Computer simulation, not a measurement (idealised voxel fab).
The following process module bears the name voxel self aligned vias.
Square cells of 5 nm make up the cross-section cut, whose width is 140 nm.
Notation: cross-section as square-cell grid; stated in bands, top first, going down; one or more cell rows per band. It is stipulated that each band's entry specify, in nanometres, the height of the top of the band and then that of its bottom, followed by the materials of the band in left-to-right sequence, each together with its width in nanometres. A single material marked by the word "all across" is understood to fill the band from edge to edge; the word "empty" is understood to denote empty space. Beneath 0, the wafer as received is one material, and that level is where height counting begins. The lowest band goes on downward without a bottom; it is written like "0 -> down". The expression "30..40" gives the width at the extremes of the band, the first number at its top row of cells and the second at its bottom row, with the width changing by equal amounts from each row to the next in between. "nothing was modified" for a step: no cell of the cross-section changed in that step. What "Closed void list" gives you is every empty space of 8 cells or more that is cut off from the top. Each appears as width x height at distance, with the distance taken from the left edge and width, height and distance all in nm. Step line, after settings: the simulator's comment on this step. If you see "overlay nm" on a step's line and that step has a mask, it's telling you how far right of where it was planned the mask ended up; a negative number means it went left instead.

### plan
| 1 | RECEIVE, material Si |
| 2 | CONFORMAL_DEP, material SiO2, thk nm 10 |
| 3 | CONFORMAL_DEP, material SiCN, thk nm 5 |
| 4 | DIRECTIONAL_DEP, material lowk, thk nm 30 |
| 5 | PATTERN, tone open, mask id LINES, material resist, width nm 20, pitch nm 45, thk nm 20, overlay nm 0 |
| 6 | DIRECTIONAL_ETCH, etch materials lowk, depth nm 30 |
| 7 | STRIP, etch materials resist |
| 8 | CONFORMAL_DEP, material TiN, thk nm 5 |
| 9 | FILL_DEP, material W, thk nm 10 |
| 10 | CMP, height nm 45 |
| 11 | SELECTIVE_ETCH, etch materials W Ru TiN, depth nm 10 |
| 12 | FILL_DEP, material SiN, thk nm 5 |
| 13 | CMP, height nm 45 |
| 14 | DIRECTIONAL_DEP, material lowk, thk nm 20 |
| 15 | DIRECTIONAL_DEP, material aC, thk nm 10 |
| 16 | PATTERN, tone open, mask id VIAS, material resist, width nm 20, pitch nm 45, thk nm 25, overlay nm 0 |
| 17 | DIRECTIONAL_ETCH, etch materials aC, depth nm 10 |
| 18 | STRIP, etch materials resist |
| 19 | DIRECTIONAL_ETCH, etch materials lowk, depth nm 20 |
| 20 | DIRECTIONAL_ETCH, etch materials SiN, depth nm 10 |
| 21 | STRIP, etch materials aC |
| 22 | CONFORMAL_DEP, material TiN, thk nm 5 |
| 23 | FILL_DEP, material Cu, thk nm 10 |
| 24 | CMP, height nm 65 |
| 25 | CONFORMAL_DEP, material SiCN, thk nm 5 |
The wafers are alike at the start. At step 16, their width nm differs. The plan lists the first wafer's value.

### So this is the first of several wafers, cross-sectioned as it came to us, meaning it's at the end of step 1
    0 -> down: Si all across
    Closed void list: none

### Each row below is a wafer at the end of the module, listing for every material the number of cells it has gained (+) or lost (-) since it was received, followed by its closed voids
width nm 20 | +20 Cu | +56 SiCN | +56 SiO2 | +48 TiN | +12 W | +200 lowk | Closed void list: none
width nm 25 | +26 Cu | +56 SiCN | +56 SiO2 | +50 TiN | +12 W | +192 lowk | Closed void list: none
width nm 30 | +32 Cu | +56 SiCN | +56 SiO2 | +52 TiN | +12 W | +184 lowk | Closed void list: none
